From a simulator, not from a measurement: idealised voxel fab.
This section sets out a process module, namely voxel quadruple lines.
In the cross-section labelled cut, the width is 220 nm and each square cell is 5 nm.
Each cross-section below is a grid of square cells, stated as bands in top-down order, with one or more rows of cells making up each band.
The entry gives the band's vertical extent as a top height and a bottom height in nm, then its horizontal make-up as materials from left to right, each with a width in nm. "empty" stands for empty space; a single material marked "throughout" fills the band edge to edge.
Convention: height 0 is the level below which the wafer, as received, is all one material. The lowest band does not terminate at the bottom but continues downward, represented as "z 0 and below".
A width such as "30->40" changes by the same amount from each row of cells to the next, from the band's top row to its bottom row.
Given "no modifications" for a step, no cell of the cross-section differs between before and after that step.
Closed-off voids of 8+ cells (no open route to the top) go in "Fully enclosed voids", written width x height at distance from the left edge, in nm.
Heads up: the bit after the settings on a step's line is the simulator's remark on that step.
overlay nm: mask offset rightward from planned place, masked step; negative means leftward offset.
How should the pairs below be read? Each gives the cross-section before one process step and the cross-section after it, the latter drawn only to the lowest band that changed; the step that lies between them, with its settings, appears under the pair. Does a pair pick up where the pair above left off? Only where its entry headed "Before step" says so, since pairs can come from different runs of this module on the same starting wafer.

Before step:
  z 0 and below = Si throughout
  Fully enclosed voids: none

Sectional Result:
  z 5 to 0 = SiO2 throughout
  Everything below 0 is unchanged.
  Fully enclosed voids: none
What process step lies between the two cross-sections above? CONFORMAL_DEP [material SiO2] [thk nm 5]

Before step: The prior state of this step coincides with the post-step cross-section of the pair just above.

Sectional Result:
  z 15 to 5 = Ru throughout
  Everything below 5 is unchanged.
  Fully enclosed voids: none
What process step lies between the two cross-sections above? DIRECTIONAL_DEP [material Ru] [thk nm 10]

Before step: The prior state of this step coincides with the post-step cross-section of the pair just above.

Sectional Result:
  z 35 to 15 = polySi throughout
  Everything below 15 is unchanged.
  Fully enclosed voids: none
What process step lies between the two cross-sections above? DIRECTIONAL_DEP [material polySi] [thk nm 20]

Before step: The prior state of this step coincides with the post-step cross-section of the pair just above.

Sectional Result:
  z 55 to 35 = aC throughout
  Everything below 35 is unchanged.
  Fully enclosed voids: none
What process step lies between the two cross-sections above? DIRECTIONAL_DEP [material aC] [thk nm 20]

Before step: The prior state of this step coincides with the post-step cross-section of the pair just above.

Sectional Result:
  z 85 to 55 = 70 nm empty  20 nm resist  40 nm empty  20 nm resist  70 nm empty
  Everything below 55 is unchanged.
  Fully enclosed voids: none
What process step lies between the two cross-sections above? PATTERN [tone cover] [mask id MANDREL] [material resist] [width nm 20] [pitch nm 60] [thk nm 30] [overlay nm 0]

Before step: The prior state of this step coincides with the post-step cross-section of the pair just above.

Sectional Result:
  z 65 to 55 = 70 nm empty  20 nm resist  40 nm empty  20 nm resist  70 nm empty
  z 55 to 35 = 70 nm empty  20 nm aC  40 nm empty  20 nm aC  70 nm empty
  Everything below 35 is unchanged.
  Fully enclosed voids: none
What process step lies between the two cross-sections above? DIRECTIONAL_ETCH [etch materials aC] [depth nm 20]

Before step: The prior state of this step coincides with the post-step cross-section of the pair just above.

Sectional Result:
  z 55 to 35 = 70 nm empty  20 nm aC  40 nm empty  20 nm aC  70 nm empty
  Everything below 35 is unchanged.
  Fully enclosed voids: none
What process step lies between the two cross-sections above? STRIP [etch materials resist]

Before step: The prior state of this step coincides with the post-step cross-section of the pair just above.

Sectional Result:
  z 65 to 55 = 60 nm empty  40 nm SiO2  20 nm empty  40 nm SiO2  60 nm empty
  z 55 to 45 = 60 nm empty  10 nm SiO2  20 nm aC  10 nm SiO2  20 nm empty  10 nm SiO2  20 nm aC  10 nm SiO2  60 nm empty
  z 45 to 35 = 70 nm SiO2  20 nm aC  40 nm SiO2  20 nm aC  70 nm SiO2
  Everything below 35 is unchanged.
  Fully enclosed voids: none
What process step lies between the two cross-sections above? CONFORMAL_DEP [material SiO2] [thk nm 10]

Before step: The prior state of this step coincides with the post-step cross-section of the pair just above.

Sectional Result:
  z 55 to 35 = 60 nm empty  10 nm SiO2  20 nm aC  10 nm SiO2  20 nm empty  10 nm SiO2  20 nm aC  10 nm SiO2  60 nm empty
  Everything below 35 is unchanged.
  Fully enclosed voids: none
What process step lies between the two cross-sections above? DIRECTIONAL_ETCH [etch materials SiO2] [depth nm 10]

Before step: The prior state of this step coincides with the post-step cross-section of the pair just above.

Sectional Result:
  z 55 to 35 = 60 nm empty  10 nm SiO2  20 nm empty  10 nm SiO2  20 nm empty  10 nm SiO2  20 nm empty  10 nm SiO2  60 nm empty
  Everything below 35 is unchanged.
  Fully enclosed voids: none
What process step lies between the two cross-sections above? STRIP [etch materials aC]

Before step: The prior state of this step coincides with the post-step cross-section of the pair just above.

Sectional Result:
  z 55 to 35 = 60 nm empty  10 nm SiO2  20 nm empty  10 nm SiO2  20 nm empty  10 nm SiO2  20 nm empty  10 nm SiO2  60 nm empty
  z 35 to 15 = 60 nm empty  10 nm polySi  20 nm empty  10 nm polySi  20 nm empty  10 nm polySi  20 nm empty  10 nm polySi  60 nm empty
  Everything below 15 is unchanged.
  Fully enclosed voids: none
What process step lies between the two cross-sections above? DIRECTIONAL_ETCH [etch materials polySi] [depth nm 20]

Before step: The prior state of this step coincides with the post-step cross-section of the pair just above.

Sectional Result:
  z 35 to 15 = 60 nm empty  10 nm polySi  20 nm empty  10 nm polySi  20 nm empty  10 nm polySi  20 nm empty  10 nm polySi  60 nm empty
  Everything below 15 is unchanged.
  Fully enclosed voids: none
What process step lies between the two cross-sections above? STRIP [etch materials SiO2]

Before step: The prior state of this step coincides with the post-step cross-section of the pair just above.

Sectional Result:
  z 40 to 35 = 55 nm empty  20 nm SiCN  10 nm empty  20 nm SiCN  10 nm empty  20 nm SiCN  10 nm empty  20 nm SiCN  55 nm empty
  z 35 to 20 = 55 nm empty  5 nm SiCN  10 nm polySi  5 nm SiCN  10 nm empty  5 nm SiCN  10 nm polySi  5 nm SiCN  10 nm empty  5 nm SiCN  10 nm polySi  5 nm SiCN  10 nm empty  5 nm SiCN  10 nm polySi  5 nm SiCN  55 nm empty
  z 20 to 15 = 60 nm SiCN  10 nm polySi  20 nm SiCN  10 nm polySi  20 nm SiCN  10 nm polySi  20 nm SiCN  10 nm polySi  60 nm SiCN
  Everything below 15 is unchanged.
  Fully enclosed voids: none
What process step lies between the two cross-sections above? CONFORMAL_DEP [material SiCN] [thk nm 5]

Before step: The prior state of this step coincides with the post-step cross-section of the pair just above.

Sectional Result:
  z 35 to 15 = 55 nm empty  5 nm SiCN  10 nm polySi  5 nm SiCN  10 nm empty  5 nm SiCN  10 nm polySi  5 nm SiCN  10 nm empty  5 nm SiCN  10 nm polySi  5 nm SiCN  10 nm empty  5 nm SiCN  10 nm polySi  5 nm SiCN  55 nm empty
  Everything below 15 is unchanged.
  Fully enclosed voids: none
What process step lies between the two cross-sections above? DIRECTIONAL_ETCH [etch materials SiCN] [depth nm 5]

Before step: The prior state of this step coincides with the post-step cross-section of the pair just above.

Sectional Result:
  z 35 to 15 = 55 nm empty  5 nm SiCN  10 nm empty  5 nm SiCN  10 nm empty  5 nm SiCN  10 nm empty  5 nm SiCN  10 nm empty  5 nm SiCN  10 nm empty  5 nm SiCN  10 nm empty  5 nm SiCN  10 nm empty  5 nm SiCN  55 nm empty
  Everything below 15 is unchanged.
  Fully enclosed voids: none
What process step lies between the two cross-sections above? STRIP [etch materials polySi]

Before step: The prior state of this step coincides with the post-step cross-section of the pair just above.

Sectional Result:
  z 35 to 15 = 55 nm empty  5 nm SiCN  10 nm empty  5 nm SiCN  10 nm empty  5 nm SiCN  10 nm empty  5 nm SiCN  10 nm empty  5 nm SiCN  10 nm empty  5 nm SiCN  10 nm empty  5 nm SiCN  10 nm empty  5 nm SiCN  55 nm empty
  z 15 to 5 = 55 nm empty  5 nm Ru  10 nm empty  5 nm Ru  10 nm empty  5 nm Ru  10 nm empty  5 nm Ru  10 nm empty  5 nm Ru  10 nm empty  5 nm Ru  10 nm empty  5 nm Ru  10 nm empty  5 nm Ru  55 nm empty
  Everything below 5 is unchanged.
  Fully enclosed voids: none
What process step lies between the two cross-sections above? DIRECTIONAL_ETCH [etch materials Ru] [depth nm 10]

Before step: The prior state of this step coincides with the post-step cross-section of the pair just above.

Sectional Result:
  z 15 to 5 = 55 nm empty  5 nm Ru  10 nm empty  5 nm Ru  10 nm empty  5 nm Ru  10 nm empty  5 nm Ru  10 nm empty  5 nm Ru  10 nm empty  5 nm Ru  10 nm empty  5 nm Ru  10 nm empty  5 nm Ru  55 nm empty
  Everything below 5 is unchanged.
  Fully enclosed voids: none
What process step lies between the two cross-sections above? STRIP [etch materials SiCN]

Before step: The prior state of this step coincides with the post-step cross-section of the pair just above.

Sectional Result:
  z 25 to 15 = lowk throughout
  z 15 to 5 = 55 nm lowk  5 nm Ru  10 nm lowk  5 nm Ru  10 nm lowk  5 nm Ru  10 nm lowk  5 nm Ru  10 nm lowk  5 nm Ru  10 nm lowk  5 nm Ru  10 nm lowk  5 nm Ru  10 nm lowk  5 nm Ru  55 nm lowk
  Everything below 5 is unchanged.
  Fully enclosed voids: none
What process step lies between the two cross-sections above? FILL_DEP [material lowk] [thk nm 10]

Before step: The prior state of this step coincides with the post-step cross-section of the pair just above.

Sectional Result:
  z 15 to 5 = 55 nm lowk  5 nm Ru  10 nm lowk  5 nm Ru  10 nm lowk  5 nm Ru  10 nm lowk  5 nm Ru  10 nm lowk  5 nm Ru  10 nm lowk  5 nm Ru  10 nm lowk  5 nm Ru  10 nm lowk  5 nm Ru  55 nm lowk
  Everything below 5 is unchanged.
  Fully enclosed voids: none
What process step lies between the two cross-sections above? CMP [height nm 15]

Before step:
  z 0 and below = Si throughout
  Fully enclosed voids: none

Sectional Result:
  z 10 to 0 = Ru throughout
  Everything below 0 is unchanged.
  Fully enclosed voids: none
What process step lies between the two cross-sections above? DIRECTIONAL_DEP [material Ru] [thk nm 10]

Before step: The prior state of this step coincides with the post-step cross-section of the pair just above.

Sectional Result:
  z 30 to 10 = polySi throughout
  Everything below 10 is unchanged.
  Fully enclosed voids: none
What process step lies between the two cross-sections above? DIRECTIONAL_DEP [material polySi] [thk nm 20]

Before step: The prior state of this step coincides with the post-step cross-section of the pair just above.

Sectional Result:
  z 50 to 30 = aC throughout
  Everything below 30 is unchanged.
  Fully enclosed voids: none
What process step lies between the two cross-sections above? DIRECTIONAL_DEP [material aC] [thk nm 20]

Before step: The prior state of this step coincides with the post-step cross-section of the pair just above.

Sectional Result:
  z 80 to 50 = 70 nm empty  20 nm resist  40 nm empty  20 nm resist  70 nm empty
  Everything below 50 is unchanged.
  Fully enclosed voids: none
What process step lies between the two cross-sections above? PATTERN [tone cover] [mask id MANDREL] [material resist] [width nm 20] [pitch nm 60] [thk nm 30] [overlay nm 0]

Before step: The prior state of this step coincides with the post-step cross-section of the pair just above.

Sectional Result:
  z 60 to 50 = 70 nm empty  20 nm resist  40 nm empty  20 nm resist  70 nm empty
  z 50 to 30 = 70 nm empty  20 nm aC  40 nm empty  20 nm aC  70 nm empty
  Everything below 30 is unchanged.
  Fully enclosed voids: none
What process step lies between the two cross-sections above? DIRECTIONAL_ETCH [etch materials aC] [depth nm 20]

Before step: The prior state of this step coincides with the post-step cross-section of the pair just above.

Sectional Result:
  z 50 to 30 = 70 nm empty  20 nm aC  40 nm empty  20 nm aC  70 nm empty
  Everything below 30 is unchanged.
  Fully enclosed voids: none
What process step lies between the two cross-sections above? STRIP [etch materials resist]

Before step: The prior state of this step coincides with the post-step cross-section of the pair just above.

Sectional Result:
  z 60 to 50 = 60 nm empty  40 nm SiO2  20 nm empty  40 nm SiO2  60 nm empty
  z 50 to 40 = 60 nm empty  10 nm SiO2  20 nm aC  10 nm SiO2  20 nm empty  10 nm SiO2  20 nm aC  10 nm SiO2  60 nm empty
  z 40 to 30 = 70 nm SiO2  20 nm aC  40 nm SiO2  20 nm aC  70 nm SiO2
  Everything below 30 is unchanged.
  Fully enclosed voids: none
What process step lies between the two cross-sections above? CONFORMAL_DEP [material SiO2] [thk nm 10]

Before step: The prior state of this step coincides with the post-step cross-section of the pair just above.

Sectional Result:
  z 50 to 30 = 60 nm empty  10 nm SiO2  20 nm aC  10 nm SiO2  20 nm empty  10 nm SiO2  20 nm aC  10 nm SiO2  60 nm empty
  Everything below 30 is unchanged.
  Fully enclosed voids: none
What process step lies between the two cross-sections above? DIRECTIONAL_ETCH [etch materials SiO2] [depth nm 10]

Before step: The prior state of this step coincides with the post-step cross-section of the pair just above.

Sectional Result:
  z 50 to 30 = 60 nm empty  10 nm SiO2  20 nm empty  10 nm SiO2  20 nm empty  10 nm SiO2  20 nm empty  10 nm SiO2  60 nm empty
  Everything below 30 is unchanged.
  Fully enclosed voids: none
What process step lies between the two cross-sections above? STRIP [etch materials aC]

Before step: The prior state of this step coincides with the post-step cross-section of the pair just above.

Sectional Result:
  z 50 to 30 = 60 nm empty  10 nm SiO2  20 nm empty  10 nm SiO2  20 nm empty  10 nm SiO2  20 nm empty  10 nm SiO2  60 nm empty
  z 30 to 10 = 60 nm empty  10 nm polySi  20 nm empty  10 nm polySi  20 nm empty  10 nm polySi  20 nm empty  10 nm polySi  60 nm empty
  Everything below 10 is unchanged.
  Fully enclosed voids: none
What process step lies between the two cross-sections above? DIRECTIONAL_ETCH [etch materials polySi] [depth nm 20]

Before step: The prior state of this step coincides with the post-step cross-section of the pair just above.

Sectional Result:
  z 30 to 10 = 60 nm empty  10 nm polySi  20 nm empty  10 nm polySi  20 nm empty  10 nm polySi  20 nm empty  10 nm polySi  60 nm empty
  Everything below 10 is unchanged.
  Fully enclosed voids: none
What process step lies between the two cross-sections above? STRIP [etch materials SiO2]

Before step: The prior state of this step coincides with the post-step cross-section of the pair just above.

Sectional Result:
  z 35 to 30 = 55 nm empty  20 nm SiCN  10 nm empty  20 nm SiCN  10 nm empty  20 nm SiCN  10 nm empty  20 nm SiCN  55 nm empty
  z 30 to 15 = 55 nm empty  5 nm SiCN  10 nm polySi  5 nm SiCN  10 nm empty  5 nm SiCN  10 nm polySi  5 nm SiCN  10 nm empty  5 nm SiCN  10 nm polySi  5 nm SiCN  10 nm empty  5 nm SiCN  10 nm polySi  5 nm SiCN  55 nm empty
  z 15 to 10 = 60 nm SiCN  10 nm polySi  20 nm SiCN  10 nm polySi  20 nm SiCN  10 nm polySi  20 nm SiCN  10 nm polySi  60 nm SiCN
  Everything below 10 is unchanged.
  Fully enclosed voids: none
What process step lies between the two cross-sections above? CONFORMAL_DEP [material SiCN] [thk nm 5]

Before step: The prior state of this step coincides with the post-step cross-section of the pair just above.

Sectional Result:
  z 30 to 10 = 55 nm empty  5 nm SiCN  10 nm polySi  5 nm SiCN  10 nm empty  5 nm SiCN  10 nm polySi  5 nm SiCN  10 nm empty  5 nm SiCN  10 nm polySi  5 nm SiCN  10 nm empty  5 nm SiCN  10 nm polySi  5 nm SiCN  55 nm empty
  Everything below 10 is unchanged.
  Fully enclosed voids: none
What process step lies between the two cross-sections above? DIRECTIONAL_ETCH [etch materials SiCN] [depth nm 5]

Before step: The prior state of this step coincides with the post-step cross-section of the pair just above.

Sectional Result:
  z 30 to 10 = 55 nm empty  5 nm SiCN  10 nm empty  5 nm SiCN  10 nm empty  5 nm SiCN  10 nm empty  5 nm SiCN  10 nm empty  5 nm SiCN  10 nm empty  5 nm SiCN  10 nm empty  5 nm SiCN  10 nm empty  5 nm SiCN  55 nm empty
  Everything below 10 is unchanged.
  Fully enclosed voids: none
What process step lies between the two cross-sections above? STRIP [etch materials polySi]

Before step: The prior state of this step coincides with the post-step cross-section of the pair just above.

Sectional Result:
  z 30 to 10 = 55 nm empty  5 nm SiCN  10 nm empty  5 nm SiCN  10 nm empty  5 nm SiCN  10 nm empty  5 nm SiCN  10 nm empty  5 nm SiCN  10 nm empty  5 nm SiCN  10 nm empty  5 nm SiCN  10 nm empty  5 nm SiCN  55 nm empty
  z 10 to 0 = 55 nm empty  5 nm Ru  10 nm empty  5 nm Ru  10 nm empty  5 nm Ru  10 nm empty  5 nm Ru  10 nm empty  5 nm Ru  10 nm empty  5 nm Ru  10 nm empty  5 nm Ru  10 nm empty  5 nm Ru  55 nm empty
  Everything below 0 is unchanged.
  Fully enclosed voids: none
What process step lies between the two cross-sections above? DIRECTIONAL_ETCH [etch materials Ru] [depth nm 10]

Before step: The prior state of this step coincides with the post-step cross-section of the pair just above.

Sectional Result:
  z 10 to 0 = 55 nm empty  5 nm Ru  10 nm empty  5 nm Ru  10 nm empty  5 nm Ru  10 nm empty  5 nm Ru  10 nm empty  5 nm Ru  10 nm empty  5 nm Ru  10 nm empty  5 nm Ru  10 nm empty  5 nm Ru  55 nm empty
  Everything below 0 is unchanged.
  Fully enclosed voids: none
What process step lies between the two cross-sections above? STRIP [etch materials SiCN]

Before step: The prior state of this step coincides with the post-step cross-section of the pair just above.

Sectional Result:
  z 20 to 10 = lowk throughout
  z 10 to 0 = 55 nm lowk  5 nm Ru  10 nm lowk  5 nm Ru  10 nm lowk  5 nm Ru  10 nm lowk  5 nm Ru  10 nm lowk  5 nm Ru  10 nm lowk  5 nm Ru  10 nm lowk  5 nm Ru  10 nm lowk  5 nm Ru  55 nm lowk
  Everything below 0 is unchanged.
  Fully enclosed voids: none
What process step lies between the two cross-sections above? FILL_DEP [material lowk] [thk nm 10]

Before step: The prior state of this step coincides with the post-step cross-section of the pair just above.

Sectional Result:
  z 15 to 10 = lowk throughout
  Everything below 10 is unchanged.
  Fully enclosed voids: none
What process step lies between the two cross-sections above? CMP [height nm 15]

Before step:
  z 5 to 0 = SiO2 throughout
  z 0 and below = Si throughout
  Fully enclosed voids: none

Sectional Result:
  z 25 to 5 = polySi throughout
  Everything below 5 is unchanged.
  Fully enclosed voids: none
What process step lies between the two cross-sections above? DIRECTIONAL_DEP [material polySi] [thk nm 20]

Before step: The prior state of this step coincides with the post-step cross-section of the pair just above.

Sectional Result:
  z 35 to 25 = Ru throughout
  Everything below 25 is unchanged.
  Fully enclosed voids: none
What process step lies between the two cross-sections above? DIRECTIONAL_DEP [material Ru] [thk nm 10]

Before step: The prior state of this step coincides with the post-step cross-section of the pair just above.

Sectional Result:
  z 55 to 35 = aC throughout
  Everything below 35 is unchanged.
  Fully enclosed voids: none
What process step lies between the two cross-sections above? DIRECTIONAL_DEP [material aC] [thk nm 20]

Before step: The prior state of this step coincides with the post-step cross-section of the pair just above.

Sectional Result:
  z 85 to 55 = 70 nm empty  20 nm resist  40 nm empty  20 nm resist  70 nm empty
  Everything below 55 is unchanged.
  Fully enclosed voids: none
What process step lies between the two cross-sections above? PATTERN [tone cover] [mask id MANDREL] [material resist] [width nm 20] [pitch nm 60] [thk nm 30] [overlay nm 0]

Before step: The prior state of this step coincides with the post-step cross-section of the pair just above.

Sectional Result:
  z 65 to 55 = 70 nm empty  20 nm resist  40 nm empty  20 nm resist  70 nm empty
  z 55 to 35 = 70 nm empty  20 nm aC  40 nm empty  20 nm aC  70 nm empty
  Everything below 35 is unchanged.
  Fully enclosed voids: none
What process step lies between the two cross-sections above? DIRECTIONAL_ETCH [etch materials aC] [depth nm 20]

Before step: The prior state of this step coincides with the post-step cross-section of the pair just above.

Sectional Result:
  z 55 to 35 = 70 nm empty  20 nm aC  40 nm empty  20 nm aC  70 nm empty
  Everything below 35 is unchanged.
  Fully enclosed voids: none
What process step lies between the two cross-sections above? STRIP [etch materials resist]

Before step: The prior state of this step coincides with the post-step cross-section of the pair just above.

Sectional Result:
  z 65 to 55 = 60 nm empty  40 nm SiO2  20 nm empty  40 nm SiO2  60 nm empty
  z 55 to 45 = 60 nm empty  10 nm SiO2  20 nm aC  10 nm SiO2  20 nm empty  10 nm SiO2  20 nm aC  10 nm SiO2  60 nm empty
  z 45 to 35 = 70 nm SiO2  20 nm aC  40 nm SiO2  20 nm aC  70 nm SiO2
  Everything below 35 is unchanged.
  Fully enclosed voids: none
What process step lies between the two cross-sections above? CONFORMAL_DEP [material SiO2] [thk nm 10]

Before step: The prior state of this step coincides with the post-step cross-section of the pair just above.

Sectional Result:
  z 55 to 35 = 60 nm empty  10 nm SiO2  20 nm aC  10 nm SiO2  20 nm empty  10 nm SiO2  20 nm aC  10 nm SiO2  60 nm empty
  Everything below 35 is unchanged.
  Fully enclosed voids: none
What process step lies between the two cross-sections above? DIRECTIONAL_ETCH [etch materials SiO2] [depth nm 10]

Before step: The prior state of this step coincides with the post-step cross-section of the pair just above.

Sectional Result:
  z 55 to 35 = 60 nm empty  10 nm SiO2  20 nm empty  10 nm SiO2  20 nm empty  10 nm SiO2  20 nm empty  10 nm SiO2  60 nm empty
  Everything below 35 is unchanged.
  Fully enclosed voids: none
What process step lies between the two cross-sections above? STRIP [etch materials aC]

Before step: The prior state of this step coincides with the post-step cross-section of the pair just above.

Sectional Result:
  z 35 to 25 = Ru throughout
  Everything below 25 is unchanged.
  Fully enclosed voids: none
What process step lies between the two cross-sections above? STRIP [etch materials SiO2]

Before step: The prior state of this step coincides with the post-step cross-section of the pair just above.

Sectional Result:
  z 40 to 35 = SiCN throughout
  Everything below 35 is unchanged.
  Fully enclosed voids: none
What process step lies between the two cross-sections above? CONFORMAL_DEP [material SiCN] [thk nm 5]

Before step: The prior state of this step coincides with the post-step cross-section of the pair just above.

Sectional Result:
  z 35 to 25 = Ru throughout
  Everything below 25 is unchanged.
  Fully enclosed voids: none
What process step lies between the two cross-sections above? DIRECTIONAL_ETCH [etch materials SiCN] [depth nm 5]

Before step: The prior state of this step coincides with the post-step cross-section of the pair just above.

Sectional Result:
  z 25 to 5 = polySi throughout
  Everything below 5 is unchanged.
  Fully enclosed voids: none
What process step lies between the two cross-sections above? DIRECTIONAL_ETCH [etch materials Ru] [depth nm 10]

Before step: The prior state of this step coincides with the post-step cross-section of the pair just above.

Sectional Result:
  z 35 to 25 = lowk throughout
  Everything below 25 is unchanged.
  Fully enclosed voids: none
What process step lies between the two cross-sections above? FILL_DEP [material lowk] [thk nm 10]

Before step: The prior state of this step coincides with the post-step cross-section of the pair just above.

Sectional Result:
  z 15 to 5 = polySi throughout
  Everything below 5 is unchanged.
  Fully enclosed voids: none
What process step lies between the two cross-sections above? CMP [height nm 15]

Before step:
  z 25 to 15 = lowk throughout
  z 15 to 5 = 55 nm lowk  5 nm Ru  10 nm lowk  5 nm Ru  10 nm lowk  5 nm Ru  10 nm lowk  5 nm Ru  10 nm lowk  5 nm Ru  10 nm lowk  5 nm Ru  10 nm lowk  5 nm Ru  10 nm lowk  5 nm Ru  55 nm lowk
  z 5 to 0 = SiO2 throughout
  z 0 and below = Si throughout
  Fully enclosed voids: none

Sectional Result:
  z 5 to 0 = SiO2 throughout
  Everything below 0 is unchanged.
  Fully enclosed voids: none
What process step lies between the two cross-sections above? CMP [height nm 5]

Before step:
  z 55 to 35 = aC throughout
  z 35 to 15 = polySi throughout
  z 15 to 5 = Ru throughout
  z 5 to 0 = SiO2 throughout
  z 0 and below = Si throughout
  Fully enclosed voids: none

Sectional Result:
  z 85 to 55 = 70 nm empty  25 nm resist  35 nm empty  25 nm resist  65 nm empty
  Everything below 55 is unchanged.
  Fully enclosed voids: none
What process step lies between the two cross-sections above? PATTERN [tone cover] [mask id MANDREL] [material resist] [width nm 25] [pitch nm 60] [thk nm 30] [overlay nm 0]

Before step: The prior state of this step coincides with the post-step cross-section of the pair just above.

Sectional Result:
  z 65 to 55 = 70 nm empty  25 nm resist  35 nm empty  25 nm resist  65 nm empty
  z 55 to 35 = 70 nm empty  25 nm aC  35 nm empty  25 nm aC  65 nm empty
  Everything below 35 is unchanged.
  Fully enclosed voids: none
What process step lies between the two cross-sections above? DIRECTIONAL_ETCH [etch materials aC] [depth nm 20]

Before step: The prior state of this step coincides with the post-step cross-section of the pair just above.

Sectional Result:
  z 55 to 35 = 70 nm empty  25 nm aC  35 nm empty  25 nm aC  65 nm empty
  Everything below 35 is unchanged.
  Fully enclosed voids: none
What process step lies between the two cross-sections above? STRIP [etch materials resist]

Before step: The prior state of this step coincides with the post-step cross-section of the pair just above.

Sectional Result:
  z 65 to 55 = 60 nm empty  45 nm SiO2  15 nm empty  45 nm SiO2  55 nm empty
  z 55 to 45 = 60 nm empty  10 nm SiO2  25 nm aC  10 nm SiO2  15 nm empty  10 nm SiO2  25 nm aC  10 nm SiO2  55 nm empty
  z 45 to 35 = 70 nm SiO2  25 nm aC  35 nm SiO2  25 nm aC  65 nm SiO2
  Everything below 35 is unchanged.
  Fully enclosed voids: none
What process step lies between the two cross-sections above? CONFORMAL_DEP [material SiO2] [thk nm 10]

Before step: The prior state of this step coincides with the post-step cross-section of the pair just above.

Sectional Result:
  z 55 to 35 = 60 nm empty  10 nm SiO2  25 nm aC  10 nm SiO2  15 nm empty  10 nm SiO2  25 nm aC  10 nm SiO2  55 nm empty
  Everything below 35 is unchanged.
  Fully enclosed voids: none
What process step lies between the two cross-sections above? DIRECTIONAL_ETCH [etch materials SiO2] [depth nm 10]

Before step: The prior state of this step coincides with the post-step cross-section of the pair just above.

Sectional Result:
  z 55 to 35 = 60 nm empty  10 nm SiO2  25 nm empty  10 nm SiO2  15 nm empty  10 nm SiO2  25 nm empty  10 nm SiO2  55 nm empty
  Everything below 35 is unchanged.
  Fully enclosed voids: none
What process step lies between the two cross-sections above? STRIP [etch materials aC]

Before step: The prior state of this step coincides with the post-step cross-section of the pair just above.

Sectional Result:
  z 55 to 35 = 60 nm empty  10 nm SiO2  25 nm empty  10 nm SiO2  15 nm empty  10 nm SiO2  25 nm empty  10 nm SiO2  55 nm empty
  z 35 to 15 = 60 nm empty  10 nm polySi  25 nm empty  10 nm polySi  15 nm empty  10 nm polySi  25 nm empty  10 nm polySi  55 nm empty
  Everything below 15 is unchanged.
  Fully enclosed voids: none
What process step lies between the two cross-sections above? DIRECTIONAL_ETCH [etch materials polySi] [depth nm 20]

Before step: The prior state of this step coincides with the post-step cross-section of the pair just above.

Sectional Result:
  z 35 to 15 = 60 nm empty  10 nm polySi  25 nm empty  10 nm polySi  15 nm empty  10 nm polySi  25 nm empty  10 nm polySi  55 nm empty
  Everything below 15 is unchanged.
  Fully enclosed voids: none
What process step lies between the two cross-sections above? STRIP [etch materials SiO2]

Before step: The prior state of this step coincides with the post-step cross-section of the pair just above.

Sectional Result:
  z 40 to 35 = 55 nm empty  20 nm SiCN  15 nm empty  20 nm SiCN  5 nm empty  20 nm SiCN  15 nm empty  20 nm SiCN  50 nm empty
  z 35 to 20 = 55 nm empty  5 nm SiCN  10 nm polySi  5 nm SiCN  15 nm empty  5 nm SiCN  10 nm polySi  5 nm SiCN  5 nm empty  5 nm SiCN  10 nm polySi  5 nm SiCN  15 nm empty  5 nm SiCN  10 nm polySi  5 nm SiCN  50 nm empty
  z 20 to 15 = 60 nm SiCN  10 nm polySi  25 nm SiCN  10 nm polySi  15 nm SiCN  10 nm polySi  25 nm SiCN  10 nm polySi  55 nm SiCN
  Everything below 15 is unchanged.
  Fully enclosed voids: none
What process step lies between the two cross-sections above? CONFORMAL_DEP [material SiCN] [thk nm 5]

Before step: The prior state of this step coincides with the post-step cross-section of the pair just above.

Sectional Result:
  z 35 to 15 = 55 nm empty  5 nm SiCN  10 nm polySi  5 nm SiCN  15 nm empty  5 nm SiCN  10 nm polySi  5 nm SiCN  5 nm empty  5 nm SiCN  10 nm polySi  5 nm SiCN  15 nm empty  5 nm SiCN  10 nm polySi  5 nm SiCN  50 nm empty
  Everything below 15 is unchanged.
  Fully enclosed voids: none
What process step lies between the two cross-sections above? DIRECTIONAL_ETCH [etch materials SiCN] [depth nm 5]

Before step: The prior state of this step coincides with the post-step cross-section of the pair just above.

Sectional Result:
  z 35 to 15 = 55 nm empty  5 nm SiCN  10 nm empty  5 nm SiCN  15 nm empty  5 nm SiCN  10 nm empty  5 nm SiCN  5 nm empty  5 nm SiCN  10 nm empty  5 nm SiCN  15 nm empty  5 nm SiCN  10 nm empty  5 nm SiCN  50 nm empty
  Everything below 15 is unchanged.
  Fully enclosed voids: none
What process step lies between the two cross-sections above? STRIP [etch materials polySi]

Before step: The prior state of this step coincides with the post-step cross-section of the pair just above.

Sectional Result:
  z 35 to 15 = 55 nm empty  5 nm SiCN  10 nm empty  5 nm SiCN  15 nm empty  5 nm SiCN  10 nm empty  5 nm SiCN  5 nm empty  5 nm SiCN  10 nm empty  5 nm SiCN  15 nm empty  5 nm SiCN  10 nm empty  5 nm SiCN  50 nm empty
  z 15 to 5 = 55 nm empty  5 nm Ru  10 nm empty  5 nm Ru  15 nm empty  5 nm Ru  10 nm empty  5 nm Ru  5 nm empty  5 nm Ru  10 nm empty  5 nm Ru  15 nm empty  5 nm Ru  10 nm empty  5 nm Ru  50 nm empty
  Everything below 5 is unchanged.
  Fully enclosed voids: none
What process step lies between the two cross-sections above? DIRECTIONAL_ETCH [etch materials Ru] [depth nm 10]

Before step: The prior state of this step coincides with the post-step cross-section of the pair just above.

Sectional Result:
  z 15 to 5 = 55 nm empty  5 nm Ru  10 nm empty  5 nm Ru  15 nm empty  5 nm Ru  10 nm empty  5 nm Ru  5 nm empty  5 nm Ru  10 nm empty  5 nm Ru  15 nm empty  5 nm Ru  10 nm empty  5 nm Ru  50 nm empty
  Everything below 5 is unchanged.
  Fully enclosed voids: none
What process step lies between the two cross-sections above? STRIP [etch materials SiCN]

Before step: The prior state of this step coincides with the post-step cross-section of the pair just above.

Sectional Result:
  z 25 to 15 = lowk throughout
  z 15 to 5 = 55 nm lowk  5 nm Ru  10 nm lowk  5 nm Ru  15 nm lowk  5 nm Ru  10 nm lowk  5 nm Ru  5 nm lowk  5 nm Ru  10 nm lowk  5 nm Ru  15 nm lowk  5 nm Ru  10 nm lowk  5 nm Ru  50 nm lowk
  Everything below 5 is unchanged.
  Fully enclosed voids: none
What process step lies between the two cross-sections above? FILL_DEP [material lowk] [thk nm 10]

Before step: The prior state of this step coincides with the post-step cross-section of the pair just above.

Sectional Result:
  z 15 to 5 = 55 nm lowk  5 nm Ru  10 nm lowk  5 nm Ru  15 nm lowk  5 nm Ru  10 nm lowk  5 nm Ru  5 nm lowk  5 nm Ru  10 nm lowk  5 nm Ru  15 nm lowk  5 nm Ru  10 nm lowk  5 nm Ru  50 nm lowk
  Everything below 5 is unchanged.
  Fully enclosed voids: none
What process step lies between the two cross-sections above? CMP [height nm 15]
